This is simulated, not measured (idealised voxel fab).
Module name: voxel transistor to metal (process module)
The width of the displayed cross-section, cut, is 145 nm; its cells are square, with a size of 5 nm.
A cross-section is written here as square cells arranged in a grid, and it is given in bands from the top down, each band taking up one or more rows of cells.
Within each band entry, the heights of the top and of the bottom of the band appear first, in that order and in nm; the materials of the band then follow from left to right, each with its corresponding width in nm. The designation "edge to edge" on a single material indicates that it fills the band from edge to edge; the designation "air" indicates empty space.
Beneath 0, the wafer as received is one material, and that level is where height counting begins. The lowest band goes on downward without a bottom; it is written like "0 and below".
You'd read "30 to 40" like this: the band's top row of cells is as wide as the first number, its bottom row is as wide as the second, and going down, every row changes width by the same amount as the row before did.
What does "nothing changed" mean for a step? It means no cell of the cross-section changed in that step.
Entry "Listed closed voids". Content: empty spaces with no open connection to the top, size 8 cells or greater. Each: width x height at distance. Distance: from left edge. Unit: nm.
Post-settings text on a step line: simulator's own remark regarding the step.
Among the settings permitted on a step's line is "overlay nm"; applied to a step with a mask, it specifies the extent to which the mask lay to the right of its planned position, whereas a negative figure signifies a position to the left.
-- Below is the list of planned process steps
1 RECEIVE with material Si
2 CONFORMAL_DEP with material SiO2, thk nm 5
3 CONFORMAL_DEP with material SiN, thk nm 10
4 DIRECTIONAL_DEP with material aC, thk nm 10
5 PATTERN with tone cover, mask id ACTIVE, material resist, width nm 105, thk nm 25, overlay nm 0
6 DIRECTIONAL_ETCH with etch materials aC, depth nm 10
7 STRIP with etch materials resist
8 DIRECTIONAL_ETCH with etch materials SiN, depth nm 10
9 DIRECTIONAL_ETCH with etch materials SiO2, depth nm 5
10 DIRECTIONAL_ETCH with etch materials Si, depth nm 25
11 STRIP with etch materials aC
12 FILL_DEP with material SiO2, thk nm 15
13 CMP with height nm 15
14 SELECTIVE_ETCH with etch materials SiO2, depth nm 5
15 STRIP with etch materials SiN
16 SELECTIVE_ETCH with etch materials SiO2, depth nm 5
17 OXIDIZE with depth nm 5
18 DIRECTIONAL_DEP with material polySi, thk nm 30
19 DIRECTIONAL_DEP with material SiCN, thk nm 10
20 MASKED_ETCH with tone cover, mask id GATE, width nm 25, etch materials SiCN, depth nm 20, overlay nm 0
21 MASKED_ETCH with tone cover, mask id GATE, width nm 25, etch materials polySi, depth nm 40, overlay nm 0
22 CONFORMAL_DEP with material SiO2, thk nm 5
23 DIRECTIONAL_ETCH with etch materials SiO2, depth nm 5
24 CONFORMAL_DEP with material SiN, thk nm 10
25 DIRECTIONAL_ETCH with etch materials SiN, depth nm 10
26 DIRECTIONAL_ETCH with etch materials SiO2, depth nm 5
27 DIRECTIONAL_ETCH with etch materials Si, depth nm 5
28 EPI with material nSi, thk nm 10
29 FILL_DEP with material SiO2, thk nm 10
30 CMP with height nm 40
31 DIRECTIONAL_DEP with material SiO2, thk nm 15
32 MASKED_ETCH with tone open, mask id CONTACT, width nm 15, pitch nm 80, etch materials SiO2, depth nm 50, overlay nm 0
33 CONFORMAL_DEP with material TiN, thk nm 5
34 FILL_DEP with material Ru, thk nm 10
35 CMP with height nm 55
36 CONFORMAL_DEP with material SiCN, thk nm 5
37 DIRECTIONAL_DEP with material lowk, thk nm 25
38 DIRECTIONAL_DEP with material aC, thk nm 15
39 PATTERN with tone open, mask id METAL_1, material resist, width nm 15, pitch nm 80, thk nm 30, overlay nm 0
40 DIRECTIONAL_ETCH with etch materials aC, depth nm 15
41 STRIP with etch materials resist
42 DIRECTIONAL_ETCH with etch materials lowk, depth nm 25
43 DIRECTIONAL_ETCH with etch materials SiCN, depth nm 5
44 STRIP with etch materials aC
45 CONFORMAL_DEP with material TiN, thk nm 5
46 FILL_DEP with material Cu, thk nm 10
47 CMP with height nm 85
48 CONFORMAL_DEP with material SiCN, thk nm 5
49 DIRECTIONAL_DEP with material SiO2, thk nm 25
50 DIRECTIONAL_DEP with material aC, thk nm 10
51 PATTERN with tone open, mask id METAL_2, material resist, width nm 15, pitch nm 80, thk nm 30, overlay nm 0
52 DIRECTIONAL_ETCH with etch materials aC, depth nm 10
53 STRIP with etch materials resist
54 DIRECTIONAL_ETCH with etch materials SiO2, depth nm 15
55 STRIP with etch materials aC
56 DIRECTIONAL_DEP with material aC, thk nm 15
57 PATTERN with tone open, mask id METAL_2_HOLES, material resist, width nm 15, pitch nm 80, thk nm 30, overlay nm 0
58 DIRECTIONAL_ETCH with etch materials aC, depth nm 15
59 STRIP with etch materials resist
60 DIRECTIONAL_ETCH with etch materials SiO2, depth nm 10
61 DIRECTIONAL_ETCH with etch materials SiCN, depth nm 5
62 STRIP with etch materials aC
63 CONFORMAL_DEP with material TiN, thk nm 5
64 FILL_DEP with material Cu, thk nm 10
65 CMP with height nm 115
66 CONFORMAL_DEP with material SiCN, thk nm 5
Quick note for whoever runs this: the wafers start identical, but the thk nm at step 66 isn't the same across them. The plan just shows what the first wafer had.
-- Cross-section of the first of several wafers on receipt, reflecting completion of step 1
0 and below: Si edge to edge
Listed closed voids: none
-- Per wafer, end of module: cells gained (+) or lost (-) per material since receipt, then closed voids
thk nm 5, +20 Cu, +18 Ru, -67 Si, +85 SiCN, +36 SiN, +347 SiO2, +94 TiN, +115 lowk, +18 nSi, +30 polySi, Listed closed voids: none
thk nm 10, +20 Cu, +18 Ru, -67 Si, +114 SiCN, +36 SiN, +347 SiO2, +94 TiN, +115 lowk, +18 nSi, +30 polySi, Listed closed voids: none
thk nm 15, +20 Cu, +18 Ru, -67 Si, +143 SiCN, +36 SiN, +347 SiO2, +94 TiN, +115 lowk, +18 nSi, +30 polySi, Listed closed voids: none
thk nm 20, +20 Cu, +18 Ru, -67 Si, +172 SiCN, +36 SiN, +347 SiO2, +94 TiN, +115 lowk, +18 nSi, +30 polySi, Listed closed voids: none
